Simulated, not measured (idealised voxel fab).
voxel self aligned vias: a process module
Section shown: cut. Width: 285 nm. Cell size: 5 nm, square.
Think of the cross-section as a grid of square cells. We describe it in bands, top to bottom, and each band covers one or more rows of those cells. The band entry comprises the height of the band's top followed by the height of its bottom, expressed in nm, and subsequently the band's materials from left to right, each stated together with its width in nm. Where a single material is marked with the word "full width", that material fills the band from edge to edge. The word "empty" represents empty space. Height datum 0, below which the as-received substrate wafer is one material. Lowest band open at the bottom, running downward: "0 and below". Graded width ("30..40"): value in top row of band = first number; value in bottom row = second number; row-to-row change constant. You'll sometimes find "no alteration" written for a step, and that's the way of saying that nowhere in the cross-section did a cell change during that step. Entry "Closed void table" = empty spaces >= 8 cells with no open way to the top; each as width x height at distance, distance from left edge, all nm. It should be noted that, on the line of a given step, the content following the step's settings is a remark produced by the simulator itself with respect to that step. When a step includes a mask, the "overlay nm" setting on its line states how far to the right of its planned place that mask lay, and negative values state how far to the left.
Process steps (planned)
1) RECEIVE with material Si
2) CONFORMAL_DEP with material SiO2, thk nm 10
3) CONFORMAL_DEP with material SiCN, thk nm 5
4) DIRECTIONAL_DEP with material SiO2, thk nm 30
5) PATTERN with tone open, mask id LINES, material resist, width nm 30, pitch nm 60, thk nm 15, overlay nm 0
6) DIRECTIONAL_ETCH with etch materials SiO2, depth nm 30
7) STRIP with etch materials resist
8) CONFORMAL_DEP with material TiN, thk nm 5
9) FILL_DEP with material W, thk nm 5
10) CMP with height nm 45
11) SELECTIVE_ETCH with etch materials W Ru TiN, depth nm 10
12) FILL_DEP with material SiN, thk nm 5
13) CMP with height nm 45
14) DIRECTIONAL_DEP with material SiO2, thk nm 15
15) MASKED_ETCH with tone open, mask id VIAS, width nm 40, pitch nm 60, etch materials SiO2, depth nm 15, overlay nm 0
16) MASKED_ETCH with tone open, mask id VIAS, width nm 40, pitch nm 60, etch materials SiN, depth nm 10, overlay nm 0
17) CONFORMAL_DEP with material TiN, thk nm 5
18) FILL_DEP with material W, thk nm 10
19) CMP with height nm 60
20) CONFORMAL_DEP with material SiCN, thk nm 5
Cross-section of the wafer as it came to us, i.e., already through step 1
0 and below: Si full width
Closed void table: none
Cross-sectional view of the first of the two wafers upon completion of the module, processed in accordance with the plan
65 down to 60: SiCN full width
60 down to 50: SiO2: 90, TiN: 5, W: 30, TiN: 5, SiO2: 20, TiN: 5, W: 30, TiN: 5, SiO2: 95
50 down to 40: SiO2: 90..95, TiN: 10..5, W: 20, TiN: 10..5, SiO2: 20..30, TiN: 10..5, W: 20, TiN: 10..5, SiO2: 95..100
40 down to 35: SiO2: 95, TiN: 30, SiO2: 30, TiN: 30, SiO2: 100
35 down to 20: SiO2: 95, TiN: 5, W: 20, TiN: 5, SiO2: 30, TiN: 5, W: 20, TiN: 5, SiO2: 100
20 down to 15: SiO2: 95, TiN: 30, SiO2: 30, TiN: 30, SiO2: 100
15 down to 10: SiCN full width
10 down to 0: SiO2 full width
0 and below: Si full width
Closed void table: none
Wafer two, end of module, cross-section. Same start, same plan as wafer one. One mistake in the run
65 down to 60: SiCN full width
60 down to 50: SiO2: 95, TiN: 5, W: 25, TiN: 5, SiO2: 25, TiN: 5, W: 25, TiN: 5, SiO2: 95
50 down to 40: SiO2: 95, TiN: 5, W: 20, TiN: 10..5, SiO2: 25..30, TiN: 5, W: 20, TiN: 10..5, SiO2: 95..100
40 down to 35: SiO2: 95, TiN: 30, SiO2: 30, TiN: 30, SiO2: 100
35 down to 20: SiO2: 95, TiN: 5, W: 20, TiN: 5, SiO2: 30, TiN: 5, W: 20, TiN: 5, SiO2: 100
20 down to 15: SiO2: 95, TiN: 30, SiO2: 30, TiN: 30, SiO2: 100
15 down to 10: SiCN full width
10 down to 0: SiO2 full width
0 and below: Si full width
Closed void table: none
Error vs. plan: step 15, actual vs plan mismatch, actual run MASKED_ETCH with tone open, mask id VIAS, width nm 35, pitch nm 60, etch materials SiO2, depth nm 15, overlay nm 0
Count the cells at the end and the second wafer has more or fewer of some materials than the first: SiO2: 6 more | TiN: 2 fewer | W: 4 fewer
